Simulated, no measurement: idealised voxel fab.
Process module heading - voxel self aligned vias
The figure presents cross-section cut, which has a width of 295 nm and is divided into square cells with an edge length of 5 nm.
Think of the cross-section as a grid of square cells. We describe it in bands, top to bottom, and each band covers one or more rows of those cells. Basically the band line says how high the top is and how high the bottom is, in nm, and then what's in it from left to right, every material with its width in nm. Empty space shows up as "empty", and if a single material carries "throughout" it runs the full band edge to edge. Heads up on the height convention: 0 is the point under which the incoming wafer is all one material, and the lowest band has no bottom, it just keeps going down, like "top 0, no bottom". Graded width ("30 to 40"): value in top row of band = first number; value in bottom row = second number; row-to-row change constant. Take "same as before" at face value: in the step it is given for, the cross-section changed in none of its cells. So "Closed void entries" is basically the list of trapped voids: any empty space of 8 cells or more that can't reach the top through an opening. They're written width x height at distance, the distance being from the left edge, and it's all nm. Step line, after settings: the simulator's comment on this step. overlay nm: on a step with a mask, how far right of its planned place the mask lay; negative means left.
SET OUT BELOW ARE THE PLANNED STEPS OF THE PROCESS
- 1: op RECEIVE | material Si
- 2: op CONFORMAL_DEP | material SiO2 | thk nm 10
- 3: op CONFORMAL_DEP | material SiCN | thk nm 5
- 4: op DIRECTIONAL_DEP | material SiO2 | thk nm 25
- 5: op DIRECTIONAL_DEP | material aC | thk nm 15
- 6: op PATTERN | tone open | mask id LINES | material resist | width nm 30 | pitch nm 65 | thk nm 30 | overlay nm 0
- 7: op DIRECTIONAL_ETCH | etch materials aC | depth nm 15
- 8: op STRIP | etch materials resist
- 9: op DIRECTIONAL_ETCH | etch materials SiO2 | depth nm 25
- 10: op STRIP | etch materials aC
- 11: op CONFORMAL_DEP | material TiN | thk nm 5
- 12: op FILL_DEP | material W | thk nm 5
- 13: op CMP | height nm 40
- 14: op SELECTIVE_ETCH | etch materials W Ru TiN | depth nm 5
- 15: op FILL_DEP | material SiN | thk nm 5
- 16: op CMP | height nm 40
- 17: op DIRECTIONAL_DEP | material SiO2 | thk nm 15
- 18: op DIRECTIONAL_DEP | material aC | thk nm 15
- 19: op PATTERN | tone open | mask id VIAS | material resist | width nm 40 | thk nm 35 | overlay nm 0
- 20: op DIRECTIONAL_ETCH | etch materials aC | depth nm 15
- 21: op STRIP | etch materials resist
- 22: op DIRECTIONAL_ETCH | etch materials SiO2 | depth nm 15
- 23: op DIRECTIONAL_ETCH | etch materials SiN | depth nm 5
- 24: op STRIP | etch materials aC
- 25: op CONFORMAL_DEP | material TiN | thk nm 5
- 26: op FILL_DEP | material W | thk nm 5
- 27: op CMP | height nm 55
- 28: op CONFORMAL_DEP | material SiN | thk nm 5
AS RECEIVED, AFTER STEP 1
> top 0, no bottom: Si throughout
> Closed void entries: none
END-OF-MODULE CROSS-SECTION OF THE FIRST OF TWO WAFERS, PROCESSED AS PLANNED
> top 60, bottom 55: SiN throughout
> top 55, bottom 45: 95 of SiO2 / 5 of TiN / 30 of W / 5 of TiN / 160 of SiO2
> top 45, bottom 40: 95 of SiO2 / 10 of TiN / 20 of W / 10 of TiN / 160 of SiO2
> top 40, bottom 35: 100 of SiO2 / 30 of TiN / 35 of SiO2 / 30 of SiN / 100 of SiO2
> top 35, bottom 20: 100 of SiO2 / 5 of TiN / 20 of W / 5 of TiN / 35 of SiO2 / 5 of TiN / 20 of W / 5 of TiN / 100 of SiO2
> top 20, bottom 15: 100 of SiO2 / 30 of TiN / 35 of SiO2 / 30 of TiN / 100 of SiO2
> top 15, bottom 10: SiCN throughout
> top 10, bottom 0: SiO2 throughout
> top 0, no bottom: Si throughout
> Closed void entries: none
CROSS-SECTION, SECOND WAFER: SAME START AS THE FIRST, SAME PLAN AS THE FIRST, ONE MISTAKE IN RUNNING IT; TAKEN AT THE END OF THE MODULE
> top 60, bottom 55: SiN throughout
> top 55, bottom 40: 95 of SiO2 / 5 of TiN / 30 of W / 5 of TiN / 160 of SiO2
> top 40, bottom 35: 95 of SiN / 40 of TiN / 160 of SiN
> top 35, bottom 30: 105 of TiN / 20 of W / 45 of TiN / 20 of W / 105 of TiN
> top 30, bottom 10: 100 of SiO2 / 5 of TiN / 20 of W / 5 of TiN / 35 of SiO2 / 5 of TiN / 20 of W / 5 of TiN / 100 of SiO2
> top 10, bottom 5: 100 of SiO2 / 30 of TiN / 35 of SiO2 / 30 of TiN / 100 of SiO2
> top 5, bottom 0: SiCN throughout
> top 0, no bottom: Si throughout
> Closed void entries: none
Nonconformance to the process plan: step 2 of the plan: omitted, not performed
Once processing is complete, comparing cell counts shows that the second wafer has more or fewer of certain materials than the first: SiN +45; SiO2 -118; TiN +55; W +18
